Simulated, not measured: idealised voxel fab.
Title: Process Module voxel gate over fins
Cross-sectional view cut (width: 255 nm; square cell size: 5 nm).
Square cells in a grid make up a cross-section in this document, and the grid is given as bands, listed from the top down, each one or more rows of cells. Read a band's entry like this: the first values are the height of its top and the height of its bottom in nm, and what follows is the sequence of materials from left to right, each with its width in nm. Note that "air" is empty space, and that a single material marked "all across" reaches across the band from edge to edge. A quick word on heights: they are counted from 0, and under that level the wafer as it came to us is one material throughout. The lowest band is different from the rest in having no bottom; it simply continues downward, written as in "0 down". A width such as "30 to 40" changes by the same amount from each row of cells to the next, from the band's top row to its bottom row. You'll sometimes find "no change occurred" written for a step, and that's the way of saying that nowhere in the cross-section did a cell change during that step. Entry "Closed void catalog" = empty spaces >= 8 cells with no open way to the top; each as width x height at distance, distance from left edge, all nm. Formally, on a step line, whatever follows the settings is a remark that the simulator itself makes on the step. The setting "overlay nm" may be written on the line of a step. When the step uses a mask, the value reports how far to the right of the planned place the mask lay, and a negative value reports that it lay to the left.
[Planned step list for the process]
- 1: RECEIVE with material Si
- 2: CONFORMAL_DEP with material SiN, thk nm 5
- 3: DIRECTIONAL_DEP with material aC, thk nm 15
- 4: PATTERN with tone cover, mask id FINS, material resist, width nm 15, pitch nm 45, thk nm 35, overlay nm 0
- 5: DIRECTIONAL_ETCH with etch materials aC, depth nm 15
- 6: STRIP with etch materials resist
- 7: DIRECTIONAL_ETCH with etch materials SiN, depth nm 5
- 8: DIRECTIONAL_ETCH with etch materials Si, depth nm 40
- 9: STRIP with etch materials aC
- 10: FILL_DEP with material SiO2, thk nm 10
- 11: CMP with height nm 5
- 12: SELECTIVE_ETCH with etch materials SiO2, depth nm 15
- 13: STRIP with etch materials SiN
- 14: CONFORMAL_DEP with material HfO2, thk nm 5
- 15: CONFORMAL_DEP with material TiN, thk nm 5
- 16: CONFORMAL_DEP with material TiAl, thk nm 5
- 17: CONFORMAL_DEP with material TiN, thk nm 5
- 18: FILL_DEP with material W, thk nm 10
- 19: CMP with height nm 25
- 20: CONFORMAL_DEP with material SiCN, thk nm 10
[Account of the first of two wafers, which was processed as intended]
[Wafer as received: cross-section following step 1]
    0 down = Si all across
    Closed void catalog: none
[Cross-section through the wafer, step 2 finished]
    5 to 0 = SiN all across
    At heights below 0, the structure remains unaltered.
[Cross-section through the wafer, step 3 finished]
    20 to 5 = aC all across
    At heights below 5, the structure remains unaltered.
[Cross-section through the wafer, step 4 finished]
    55 to 20 = 95 of air | 15 of resist | 30 of air | 15 of resist | 100 of air
    At heights below 20, the structure remains unaltered.
[Cross-section through the wafer, step 5 finished]
    40 to 20 = 95 of air | 15 of resist | 30 of air | 15 of resist | 100 of air
    20 to 5 = 95 of air | 15 of aC | 30 of air | 15 of aC | 100 of air
    At heights below 5, the structure remains unaltered.
[Cross-section through the wafer, step 6 finished]
    20 to 5 = 95 of air | 15 of aC | 30 of air | 15 of aC | 100 of air
    At heights below 5, the structure remains unaltered.
[Cross-section through the wafer, step 7 finished]
    20 to 5 = 95 of air | 15 of aC | 30 of air | 15 of aC | 100 of air
    5 to 0 = 95 of air | 15 of SiN | 30 of air | 15 of SiN | 100 of air
    At heights below 0, the structure remains unaltered.
[Cross-section through the wafer, step 8 finished]
    20 to 5 = 95 of air | 15 of aC | 30 of air | 15 of aC | 100 of air
    5 to 0 = 95 of air | 15 of SiN | 30 of air | 15 of SiN | 100 of air
    0 to -40 = 95 of air | 15 of Si | 30 of air | 15 of Si | 100 of air
    At heights below -40, the structure remains unaltered.
[Cross-section through the wafer, step 9 finished]
    5 to 0 = 95 of air | 15 of SiN | 30 of air | 15 of SiN | 100 of air
    At heights below 0, the structure remains unaltered.
[Cross-section through the wafer, step 10 finished]
    15 to 5 = SiO2 all across
    5 to 0 = 95 of SiO2 | 15 of SiN | 30 of SiO2 | 15 of SiN | 100 of SiO2
    0 to -40 = 95 of SiO2 | 15 of Si | 30 of SiO2 | 15 of Si | 100 of SiO2
    At heights below -40, the structure remains unaltered.
[Cross-section through the wafer, step 11 finished]
    5 to 0 = 95 of SiO2 | 15 of SiN | 30 of SiO2 | 15 of SiN | 100 of SiO2
    At heights below 0, the structure remains unaltered.
[Cross-section through the wafer, step 12 finished]
    5 to 0 = 95 of air | 15 of SiN | 30 of air | 15 of SiN | 100 of air
    0 to -10 = 95 of air | 15 of Si | 30 of air | 15 of Si | 100 of air
    At heights below -10, the structure remains unaltered.
[Cross-section through the wafer, step 13 finished]
    0 to -10 = 95 of air | 15 of Si | 30 of air | 15 of Si | 100 of air
    At heights below -10, the structure remains unaltered.
[Cross-section through the wafer, step 14 finished]
    5 to 0 = 90 of air | 25 of HfO2 | 20 of air | 25 of HfO2 | 95 of air
    0 to -5 = 90 of air | 5 of HfO2 | 15 of Si | 5 of HfO2 | 20 of air | 5 of HfO2 | 15 of Si | 5 of HfO2 | 95 of air
    -5 to -10 = 95 of HfO2 | 15 of Si | 30 of HfO2 | 15 of Si | 100 of HfO2
    At heights below -10, the structure remains unaltered.
[Cross-section through the wafer, step 15 finished]
    10 to 5 = 85 of air | 35 of TiN | 10 of air | 35 of TiN | 90 of air
    5 to 0 = 85 of air | 5 of TiN | 25 of HfO2 | 5 of TiN | 10 of air | 5 of TiN | 25 of HfO2 | 5 of TiN | 90 of air
    0 to -5 = 90 of TiN | 5 of HfO2 | 15 of Si | 5 of HfO2 | 20 of TiN | 5 of HfO2 | 15 of Si | 5 of HfO2 | 95 of TiN
    At heights below -5, the structure remains unaltered.
[Cross-section through the wafer, step 16 finished]
    15 to 10 = 80 of air | 90 of TiAl | 85 of air
    10 to 5 = 80 of air | 5 of TiAl | 35 of TiN | 10 of TiAl | 35 of TiN | 5 of TiAl | 85 of air
    5 to 0 = 85 of TiAl | 5 of TiN | 25 of HfO2 | 5 of TiN | 10 of TiAl | 5 of TiN | 25 of HfO2 | 5 of TiN | 90 of TiAl
    At heights below 0, the structure remains unaltered.
[Cross-section through the wafer, step 17 finished]
    20 to 15 = 75 of air | 100 of TiN | 80 of air
    15 to 10 = 75 of air | 5 of TiN | 90 of TiAl | 5 of TiN | 80 of air
    10 to 5 = 80 of TiN | 5 of TiAl | 35 of TiN | 10 of TiAl | 35 of TiN | 5 of TiAl | 85 of TiN
    At heights below 5, the structure remains unaltered.
[Cross-section through the wafer, step 18 finished]
    30 to 20 = W all across
    20 to 15 = 75 of W | 100 of TiN | 80 of W
    15 to 10 = 75 of W | 5 of TiN | 90 of TiAl | 5 of TiN | 80 of W
    At heights below 10, the structure remains unaltered.
[Cross-section through the wafer, step 19 finished]
    25 to 20 = W all across
    At heights below 20, the structure remains unaltered.
[Cross-section through the wafer, step 20 finished]
    35 to 25 = SiCN all across
    At heights below 25, the structure remains unaltered.
[Wafer two of two - same starting point, same process plan, one mistake in execution; matches wafer one up to and including step 3]
[Second wafer profile in section, at the moment step 4 of the plan was meant to be complete]
    55 to 20 = 95 of resist | 15 of air | 30 of resist | 15 of air | 100 of resist
    At heights below 20, the structure remains unaltered.
[Second wafer profile in section, at the moment step 5 of the plan was meant to be complete]
    40 to 20 = 95 of resist | 15 of air | 30 of resist | 15 of air | 100 of resist
    20 to 5 = 95 of aC | 15 of air | 30 of aC | 15 of air | 100 of aC
    At heights below 5, the structure remains unaltered.
[Second wafer profile in section, at the moment step 6 of the plan was meant to be complete]
    20 to 5 = 95 of aC | 15 of air | 30 of aC | 15 of air | 100 of aC
    At heights below 5, the structure remains unaltered.
[Second wafer profile in section, at the moment step 7 of the plan was meant to be complete]
    20 to 5 = 95 of aC | 15 of air | 30 of aC | 15 of air | 100 of aC
    5 to 0 = 95 of SiN | 15 of air | 30 of SiN | 15 of air | 100 of SiN
    At heights below 0, the structure remains unaltered.
[Second wafer profile in section, at the moment step 8 of the plan was meant to be complete]
    20 to 5 = 95 of aC | 15 of air | 30 of aC | 15 of air | 100 of aC
    5 to 0 = 95 of SiN | 15 of air | 30 of SiN | 15 of air | 100 of SiN
    0 to -40 = 95 of Si | 15 of air | 30 of Si | 15 of air | 100 of Si
    At heights below -40, the structure remains unaltered.
[Second wafer profile in section, at the moment step 9 of the plan was meant to be complete]
    5 to 0 = 95 of SiN | 15 of air | 30 of SiN | 15 of air | 100 of SiN
    At heights below 0, the structure remains unaltered.
[Second wafer profile in section, at the moment step 10 of the plan was meant to be complete]
    15 to 5 = SiO2 all across
    5 to 0 = 95 of SiN | 15 of SiO2 | 30 of SiN | 15 of SiO2 | 100 of SiN
    0 to -40 = 95 of Si | 15 of SiO2 | 30 of Si | 15 of SiO2 | 100 of Si
    At heights below -40, the structure remains unaltered.
[Second wafer profile in section, at the moment step 11 of the plan was meant to be complete]
    5 to 0 = 95 of SiN | 15 of SiO2 | 30 of SiN | 15 of SiO2 | 100 of SiN
    At heights below 0, the structure remains unaltered.
[Second wafer profile in section, at the moment step 12 of the plan was meant to be complete]
    5 to 0 = 95 of SiN | 15 of air | 30 of SiN | 15 of air | 100 of SiN
    0 to -10 = 95 of Si | 15 of air | 30 of Si | 15 of air | 100 of Si
    At heights below -10, the structure remains unaltered.
[Second wafer profile in section, at the moment step 13 of the plan was meant to be complete]
    0 to -10 = 95 of Si | 15 of air | 30 of Si | 15 of air | 100 of Si
    At heights below -10, the structure remains unaltered.
[Second wafer profile in section, at the moment step 14 of the plan was meant to be complete]
    5 to 0 = 100 of HfO2 | 5 of air | 40 of HfO2 | 5 of air | 105 of HfO2
    0 to -5 = 95 of Si | 5 of HfO2 | 5 of air | 5 of HfO2 | 30 of Si | 5 of HfO2 | 5 of air | 5 of HfO2 | 100 of Si
    -5 to -10 = 95 of Si | 15 of HfO2 | 30 of Si | 15 of HfO2 | 100 of Si
    At heights below -10, the structure remains unaltered.
[Second wafer profile in section, at the moment step 15 of the plan was meant to be complete]
    10 to 5 = TiN all across
    5 to 0 = 100 of HfO2 | 5 of TiN | 40 of HfO2 | 5 of TiN | 105 of HfO2
    0 to -5 = 95 of Si | 5 of HfO2 | 5 of TiN | 5 of HfO2 | 30 of Si | 5 of HfO2 | 5 of TiN | 5 of HfO2 | 100 of Si
    At heights below -5, the structure remains unaltered.
[Second wafer profile in section, at the moment step 16 of the plan was meant to be complete]
    15 to 10 = TiAl all across
    At heights below 10, the structure remains unaltered.
[Second wafer profile in section, at the moment step 17 of the plan was meant to be complete]
    20 to 15 = TiN all across
    At heights below 15, the structure remains unaltered.
[Second wafer profile in section, at the moment step 18 of the plan was meant to be complete]
    30 to 20 = W all across
    At heights below 20, the structure remains unaltered.
[Second wafer profile in section, at the moment step 19 of the plan was meant to be complete]
    25 to 20 = W all across
    At heights below 20, the structure remains unaltered.
[Second wafer profile in section, at the moment step 20 of the plan was meant to be complete]
    35 to 25 = SiCN all across
    At heights below 25, the structure remains unaltered.
So what did we get wrong on this run? step 4 did not happen as planned, as run it was PATTERN with tone open, mask id FINS, material resist, width nm 15, pitch nm 45, thk nm 35, overlay nm 0
Final difference in cells, second wafer against first, listed per material as more or fewer: +312 Si; -234 SiO2; -8 TiAl; -8 TiN; -62 W
